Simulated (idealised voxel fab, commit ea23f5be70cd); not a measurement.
Presented below is a process module, voxel double patterning.
The cross-section on display is named cut; it measures 200 nm wide, and its cells are 5 nm squares.
Cross-section format: a grid of square cells, given as bands from top to bottom; each band is one or more rows of cells. Band entry format. Leading values: height of top, height of bottom, nm. Remainder: materials in left-to-right order, each with its width in nm. Special words: "all across" on a single material, which then fills the band edge to edge; "blank", empty space. A quick word on heights: they are counted from 0, and under that level the wafer as it came to us is one material throughout. The lowest band is different from the rest in having no bottom; it simply continues downward, written as in "from 0 down". Width spec "30 to 40" -> top row of cells at first value, bottom row at second value, equal per-row change in between. Step marked "stayed the same"? Then no cell in the cross-section changed in it. You'll see "Enclosed void catalog" listing empty spaces that have no way open to the top, as long as they're 8 cells or more; the notation is width x height at distance, where the distance is from the left edge, and all of it is in nm. Step line, after settings: the simulator's comment on this step. "overlay nm" answers the question of how far to the right of plan the mask lay on a step that has a mask, and when it is negative the answer is to the left.
### The following list gives the planned process steps
1 RECEIVE,material Si
2 CONFORMAL_DEP,material SiO2,thk nm 10
3 DIRECTIONAL_DEP,material W,thk nm 20
4 DIRECTIONAL_DEP,material SiN,thk nm 5
5 PATTERN,tone open,mask id FIRST,material resist,width nm 15,pitch nm 50,thk nm 20,overlay nm 0
6 DIRECTIONAL_ETCH,etch materials SiN,depth nm 5
7 STRIP,etch materials resist
8 PATTERN,tone open,mask id SECOND,material resist,width nm 15,pitch nm 50,thk nm 15,overlay nm 0
9 DIRECTIONAL_ETCH,etch materials SiN,depth nm 5
10 STRIP,etch materials resist
11 DIRECTIONAL_ETCH,etch materials W,depth nm 20
12 STRIP,etch materials SiN
### First wafer of two (run as planned)
### Wafer at receipt (post step 1), cross-section
> from 0 down: Si all across
> Enclosed void catalog: none
### Once step 2 is through, the wafer looks like this in cross-section
> from 10 to 0: SiO2 all across
> Below 0, no change.
### Once step 3 is through, the wafer looks like this in cross-section
> from 30 to 10: W all across
> Below 10, no change.
### Once step 4 is through, the wafer looks like this in cross-section
> from 35 to 30: SiN all across
> Below 30, no change.
### Once step 5 is through, the wafer looks like this in cross-section
> from 55 to 35: resist=40 / blank=15 / resist=35 / blank=15 / resist=35 / blank=15 / resist=45
> Below 35, no change.
### Once step 6 is through, the wafer looks like this in cross-section
> from 55 to 35: resist=40 / blank=15 / resist=35 / blank=15 / resist=35 / blank=15 / resist=45
> from 35 to 30: SiN=40 / blank=15 / SiN=35 / blank=15 / SiN=35 / blank=15 / SiN=45
> Below 30, no change.
### Once step 7 is through, the wafer looks like this in cross-section
> from 35 to 30: SiN=40 / blank=15 / SiN=35 / blank=15 / SiN=35 / blank=15 / SiN=45
> Below 30, no change.
### Once step 8 is through, the wafer looks like this in cross-section
> from 50 to 35: resist=65 / blank=15 / resist=35 / blank=15 / resist=70
> from 35 to 30: SiN=40 / resist=15 / SiN=35 / resist=15 / SiN=35 / resist=15 / SiN=45
> Below 30, no change.
### Once step 9 is through, the wafer looks like this in cross-section
> from 50 to 35: resist=65 / blank=15 / resist=35 / blank=15 / resist=70
> from 35 to 30: SiN=40 / resist=15 / SiN=10 / blank=15 / SiN=10 / resist=15 / SiN=10 / blank=15 / SiN=10 / resist=15 / SiN=45
> Below 30, no change.
### Once step 10 is through, the wafer looks like this in cross-section
> from 35 to 30: SiN=40 / blank=15 / SiN=10 / blank=15 / SiN=10 / blank=15 / SiN=10 / blank=15 / SiN=10 / blank=15 / SiN=45
> Below 30, no change.
### Once step 11 is through, the wafer looks like this in cross-section
> from 35 to 30: SiN=40 / blank=15 / SiN=10 / blank=15 / SiN=10 / blank=15 / SiN=10 / blank=15 / SiN=10 / blank=15 / SiN=45
> from 30 to 10: W=40 / blank=15 / W=10 / blank=15 / W=10 / blank=15 / W=10 / blank=15 / W=10 / blank=15 / W=45
> Below 10, no change.
### Once step 12 is through, the wafer looks like this in cross-section
> from 30 to 10: W=40 / blank=15 / W=10 / blank=15 / W=10 / blank=15 / W=10 / blank=15 / W=10 / blank=15 / W=45
> Below 10, no change.
### Second of two: same start, same plan, one run error; steps up to and including 7 match the first
### Cross-sectional representation of the second wafer at the time designated in the plan for the completion of step 8
> from 50 to 35: blank=65 / resist=15 / blank=35 / resist=15 / blank=70
> Below 35, no change.
### Cross-sectional representation of the second wafer at the time designated in the plan for the completion of step 9
> from 50 to 35: blank=65 / resist=15 / blank=35 / resist=15 / blank=70
> from 35 to 30: blank=65 / SiN=15 / blank=35 / SiN=15 / blank=70
> Below 30, no change.
### Cross-sectional representation of the second wafer at the time designated in the plan for the completion of step 10
> from 35 to 30: blank=65 / SiN=15 / blank=35 / SiN=15 / blank=70
> Below 30, no change.
### Cross-sectional representation of the second wafer at the time designated in the plan for the completion of step 11
> from 35 to 30: blank=65 / SiN=15 / blank=35 / SiN=15 / blank=70
> from 30 to 10: blank=65 / W=15 / blank=35 / W=15 / blank=70
> Below 10, no change.
### Cross-sectional representation of the second wafer at the time designated in the plan for the completion of step 12
> from 30 to 10: blank=65 / W=15 / blank=35 / W=15 / blank=70
> Below 10, no change.
It is concluded that the wafer was processed incorrectly with respect to the plan, in that step 8 ran differently from the plan; actual operation with settings: PATTERN,tone cover,mask id SECOND,material resist,width nm 15,pitch nm 50,thk nm 15,overlay nm 0
Heads up, by the end the second wafer has more or fewer cells of some materials compared to the first: W -76
